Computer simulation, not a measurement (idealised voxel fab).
process module | voxel self aligned vias
cross-section cut | 240 nm wide | cells 5 nm
A cross-section is a grid of square cells, given in bands from the top down. A band is one or more rows of cells.
Each band's line starts with the height of the band's top and of its bottom, in nm. Then come its materials from left to right, each with its width in nm. One material with "throughout" fills the band from edge to edge. "air" is empty space.
Height 0 is the level under which the wafer as received is all one material. The lowest band goes on downwards, as in "0 down".
A width such as "30 to 40" changes by the same amount from each row of cells to the next, from the band's top row to its bottom row.
"no change" after a step means that no cell of the cross-section changed.
closed voids: empty space of 8 cells or more with no open way to the top, each as width x height at its distance from the left edge, in nm
after a step's settings: what the simulator itself notes on the step
overlay nm, on a step with a mask: how far to the right of its planned place the mask lay; to the left if negative
plan
1 op RECEIVE | material Si
2 op CONFORMAL_DEP | material SiO2 | thk nm 15
3 op CONFORMAL_DEP | material SiCN | thk nm 5
4 op DIRECTIONAL_DEP | material lowk | thk nm 25
5 op DIRECTIONAL_DEP | material aC | thk nm 15
6 op PATTERN | tone open | mask id LINES | material resist | width nm 25 | pitch nm 65 | thk nm 35 | overlay nm 0
7 op DIRECTIONAL_ETCH | etch materials aC | depth nm 15
8 op STRIP | etch materials resist
9 op DIRECTIONAL_ETCH | etch materials lowk | depth nm 25
10 op STRIP | etch materials aC
11 op CONFORMAL_DEP | material TiN | thk nm 5
12 op FILL_DEP | material W | thk nm 5
13 op CMP | height nm 45
14 op SELECTIVE_ETCH | etch materials W Ru TiN | depth nm 10
15 op FILL_DEP | material SiN | thk nm 5
16 op CMP | height nm 45
17 op DIRECTIONAL_DEP | material lowk | thk nm 15
18 op MASKED_ETCH | tone open | mask id VIAS | width nm 35 | pitch nm 130 | etch materials lowk | depth nm 15 | overlay nm 0
19 op MASKED_ETCH | tone open | mask id VIAS | width nm 35 | pitch nm 130 | etch materials SiN | depth nm 10 | overlay nm 0
20 op CONFORMAL_DEP | material TiN | thk nm 5
21 op FILL_DEP | material Cu | thk nm 5
22 op CMP | height nm 60
23 op CONFORMAL_DEP | material SiCN | thk nm 5
as received, after step 1
  0 down: Si throughout
  closed voids: none
a wafer at the end: this start, this plan, one mistake
  65 to 60: SiCN throughout
  60 to 50: lowk 30 | TiN 5 | Cu 35 | TiN 5 | lowk 85 | TiN 5 | Cu 35 | TiN 5 | lowk 35
  50 to 45: lowk 30 | TiN 15 | Cu 15 | TiN 15 | lowk 85 | TiN 15 | Cu 15 | TiN 15 | lowk 35
  45 to 40: lowk 40 | TiN 5 | Cu 15 | TiN 5 | lowk 40 | SiN 25 | lowk 40 | TiN 5 | Cu 15 | TiN 5 | lowk 45
  40 to 35: lowk 40 | TiN 25 | lowk 40 | SiN 25 | lowk 40 | TiN 25 | lowk 45
  35 to 25: lowk 40 | TiN 5 | W 15 | TiN 5 | lowk 40 | TiN 5 | W 15 | TiN 5 | lowk 40 | TiN 5 | W 15 | TiN 5 | lowk 45
  25 to 20: lowk 40 | TiN 25 | lowk 40 | TiN 25 | lowk 40 | TiN 25 | lowk 45
  20 to 15: SiCN throughout
  15 to 0: SiO2 throughout
  0 down: Si throughout
  closed voids: none
what went wrong: step 18 ran as: op MASKED_ETCH | tone open | mask id VIAS | width nm 45 | pitch nm 130 | etch materials lowk | depth nm 15 | overlay nm 0
